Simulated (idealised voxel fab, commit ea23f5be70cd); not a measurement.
process module | voxel self aligned contacts
cross-section cut | 240 nm wide | cells 5 nm
A cross-section is a grid of square cells, given in bands from the top down. A band is one or more rows of cells.
Each band's line starts with the height of the band's top and of its bottom, in nm. Then come its materials from left to right, each with its width in nm. One material with "throughout" fills the band from edge to edge. "air" is empty space.
Height 0 is the level under which the wafer as received is all one material. The lowest band goes on downwards, as in "0 down".
A width such as "30 to 40" changes by the same amount from each row of cells to the next, from the band's top row to its bottom row.
"no change" after a step means that no cell of the cross-section changed.
closed voids: empty space of 8 cells or more with no open way to the top, each as width x height at its distance from the left edge, in nm
after a step's settings: what the simulator itself notes on the step
overlay nm, on a step with a mask: how far to the right of its planned place the mask lay; to the left if negative
plan
1 op RECEIVE | material Si
2 op OXIDIZE | depth nm 5
3 op DIRECTIONAL_DEP | material polySi | thk nm 20
4 op DIRECTIONAL_DEP | material SiN | thk nm 20
5 op DIRECTIONAL_DEP | material aC | thk nm 10
6 op PATTERN | tone cover | mask id GATE | material resist | width nm 35 | pitch nm 75 | thk nm 25 | overlay nm 0
7 op DIRECTIONAL_ETCH | etch materials aC | depth nm 10
8 op STRIP | etch materials resist
9 op DIRECTIONAL_ETCH | etch materials SiN | depth nm 20
10 op DIRECTIONAL_ETCH | etch materials polySi | depth nm 20
11 op STRIP | etch materials aC
12 op CONFORMAL_DEP | material SiN | thk nm 10
13 op DIRECTIONAL_ETCH | etch materials SiN | depth nm 10
14 op FILL_DEP | material SiO2 | thk nm 10
15 op CMP | height nm 45
16 op MASKED_ETCH | tone open | mask id CONTACT | width nm 60 | etch materials SiO2 | depth nm 50 | overlay nm 0
17 op CONFORMAL_DEP | material TiN | thk nm 5
18 op FILL_DEP | material Ru | thk nm 5
19 op CMP | height nm 45
20 op CONFORMAL_DEP | material SiCN | thk nm 5
first wafer, as planned
as received, after step 1
  0 down: Si throughout
  closed voids: none
after step 2
  0 to -5: SiO2 throughout
  below -5: unchanged
after step 3
  20 to 0: polySi throughout
  below 0: unchanged
after step 4
  40 to 20: SiN throughout
  below 20: unchanged
after step 5
  50 to 40: aC throughout
  below 40: unchanged
after step 6
  75 to 50: air 65 | resist 35 | air 40 | resist 35 | air 65
  below 50: unchanged
after step 7
  65 to 50: air 65 | resist 35 | air 40 | resist 35 | air 65
  50 to 40: air 65 | aC 35 | air 40 | aC 35 | air 65
  below 40: unchanged
after step 8
  50 to 40: air 65 | aC 35 | air 40 | aC 35 | air 65
  below 40: unchanged
after step 9
  50 to 40: air 65 | aC 35 | air 40 | aC 35 | air 65
  40 to 20: air 65 | SiN 35 | air 40 | SiN 35 | air 65
  below 20: unchanged
after step 10
  50 to 40: air 65 | aC 35 | air 40 | aC 35 | air 65
  40 to 20: air 65 | SiN 35 | air 40 | SiN 35 | air 65
  20 to 0: air 65 | polySi 35 | air 40 | polySi 35 | air 65
  below 0: unchanged
after step 11
  40 to 20: air 65 | SiN 35 | air 40 | SiN 35 | air 65
  below 20: unchanged
after step 12
  50 to 20: air 55 | SiN 55 | air 20 | SiN 55 | air 55
  20 to 10: air 55 | SiN 10 | polySi 35 | SiN 10 | air 20 | SiN 10 | polySi 35 | SiN 10 | air 55
  10 to 0: SiN 65 | polySi 35 | SiN 40 | polySi 35 | SiN 65
  below 0: unchanged
after step 13
  40 to 20: air 55 | SiN 55 | air 20 | SiN 55 | air 55
  20 to 0: air 55 | SiN 10 | polySi 35 | SiN 10 | air 20 | SiN 10 | polySi 35 | SiN 10 | air 55
  below 0: unchanged
after step 14
  50 to 40: SiO2 throughout
  40 to 20: SiO2 55 | SiN 55 | SiO2 20 | SiN 55 | SiO2 55
  20 to 0: SiO2 55 | SiN 10 | polySi 35 | SiN 10 | SiO2 20 | SiN 10 | polySi 35 | SiN 10 | SiO2 55
  below 0: unchanged
after step 15
  45 to 40: SiO2 throughout
  below 40: unchanged
after step 16
  45 to 40: SiO2 90 | air 60 | SiO2 90
  40 to 20: SiO2 55 | SiN 55 | air 20 | SiN 55 | SiO2 55
  20 to 0: SiO2 55 | SiN 10 | polySi 35 | SiN 10 | air 20 | SiN 10 | polySi 35 | SiN 10 | SiO2 55
  0 to -5: SiO2 110 | air 20 | SiO2 110
  below -5: unchanged
after step 17
  50 to 45: TiN 95 | air 50 | TiN 95
  45 to 40: SiO2 90 | TiN 25 | air 10 | TiN 25 | SiO2 90
  40 to 20: SiO2 55 | SiN 55 | TiN 5 | air 10 | TiN 5 | SiN 55 | SiO2 55
  20 to 0: SiO2 55 | SiN 10 | polySi 35 | SiN 10 | TiN 5 | air 10 | TiN 5 | SiN 10 | polySi 35 | SiN 10 | SiO2 55
  0 to -5: SiO2 110 | TiN 20 | SiO2 110
  below -5: unchanged
after step 18
  55 to 50: Ru throughout
  50 to 45: TiN 95 | Ru 50 | TiN 95
  45 to 40: SiO2 90 | TiN 25 | Ru 10 | TiN 25 | SiO2 90
  40 to 20: SiO2 55 | SiN 55 | TiN 5 | Ru 10 | TiN 5 | SiN 55 | SiO2 55
  20 to 0: SiO2 55 | SiN 10 | polySi 35 | SiN 10 | TiN 5 | Ru 10 | TiN 5 | SiN 10 | polySi 35 | SiN 10 | SiO2 55
  below 0: unchanged
after step 19
  45 to 40: SiO2 90 | TiN 25 | Ru 10 | TiN 25 | SiO2 90
  below 40: unchanged
after step 20
  50 to 45: SiCN throughout
  below 45: unchanged
second wafer: like start, like plan, one mistake. Through step 9 it matches the first wafer
when step 10 should have ended
  50 to 40: air 65 | aC 35 | air 40 | aC 35 | air 65
  40 to 20: air 65 | SiN 35 | air 40 | SiN 35 | air 65
  20 to 10: air 65 | polySi 35 | air 40 | polySi 35 | air 65
  below 10: unchanged
when step 11 should have ended
  40 to 20: air 65 | SiN 35 | air 40 | SiN 35 | air 65
  below 20: unchanged
when step 12 should have ended
  50 to 20: air 55 | SiN 55 | air 20 | SiN 55 | air 55
  20 to 10: SiN 65 | polySi 35 | SiN 40 | polySi 35 | SiN 65
  below 10: unchanged
when step 13 should have ended
  40 to 20: air 55 | SiN 55 | air 20 | SiN 55 | air 55
  20 to 10: air 55 | SiN 10 | polySi 35 | SiN 10 | air 20 | SiN 10 | polySi 35 | SiN 10 | air 55
  below 10: unchanged
when step 14 should have ended
  50 to 40: SiO2 throughout
  40 to 20: SiO2 55 | SiN 55 | SiO2 20 | SiN 55 | SiO2 55
  20 to 10: SiO2 55 | SiN 10 | polySi 35 | SiN 10 | SiO2 20 | SiN 10 | polySi 35 | SiN 10 | SiO2 55
  below 10: unchanged
when step 15 should have ended
  45 to 40: SiO2 throughout
  below 40: unchanged
when step 16 should have ended
  45 to 40: SiO2 90 | air 60 | SiO2 90
  40 to 20: SiO2 55 | SiN 55 | air 20 | SiN 55 | SiO2 55
  20 to 10: SiO2 55 | SiN 10 | polySi 35 | SiN 10 | air 20 | SiN 10 | polySi 35 | SiN 10 | SiO2 55
  below 10: unchanged
when step 17 should have ended
  50 to 45: TiN 95 | air 50 | TiN 95
  45 to 40: SiO2 90 | TiN 25 | air 10 | TiN 25 | SiO2 90
  40 to 20: SiO2 55 | SiN 55 | TiN 5 | air 10 | TiN 5 | SiN 55 | SiO2 55
  20 to 15: SiO2 55 | SiN 10 | polySi 35 | SiN 10 | TiN 5 | air 10 | TiN 5 | SiN 10 | polySi 35 | SiN 10 | SiO2 55
  15 to 10: SiO2 55 | SiN 10 | polySi 35 | SiN 10 | TiN 20 | SiN 10 | polySi 35 | SiN 10 | SiO2 55
  below 10: unchanged
when step 18 should have ended
  55 to 50: Ru throughout
  50 to 45: TiN 95 | Ru 50 | TiN 95
  45 to 40: SiO2 90 | TiN 25 | Ru 10 | TiN 25 | SiO2 90
  40 to 20: SiO2 55 | SiN 55 | TiN 5 | Ru 10 | TiN 5 | SiN 55 | SiO2 55
  20 to 15: SiO2 55 | SiN 10 | polySi 35 | SiN 10 | TiN 5 | Ru 10 | TiN 5 | SiN 10 | polySi 35 | SiN 10 | SiO2 55
  below 15: unchanged
when step 19 should have ended
  45 to 40: SiO2 90 | TiN 25 | Ru 10 | TiN 25 | SiO2 90
  below 40: unchanged
when step 20 should have ended
  50 to 45: SiCN throughout
  below 45: unchanged
what went wrong: step 10 ran as: op DIRECTIONAL_ETCH | etch materials polySi | depth nm 10
at the end the second wafer has, in cells: 6 fewer of Ru | 16 fewer of SiN | 40 fewer of SiO2 | 6 fewer of TiN | 68 more of polySi
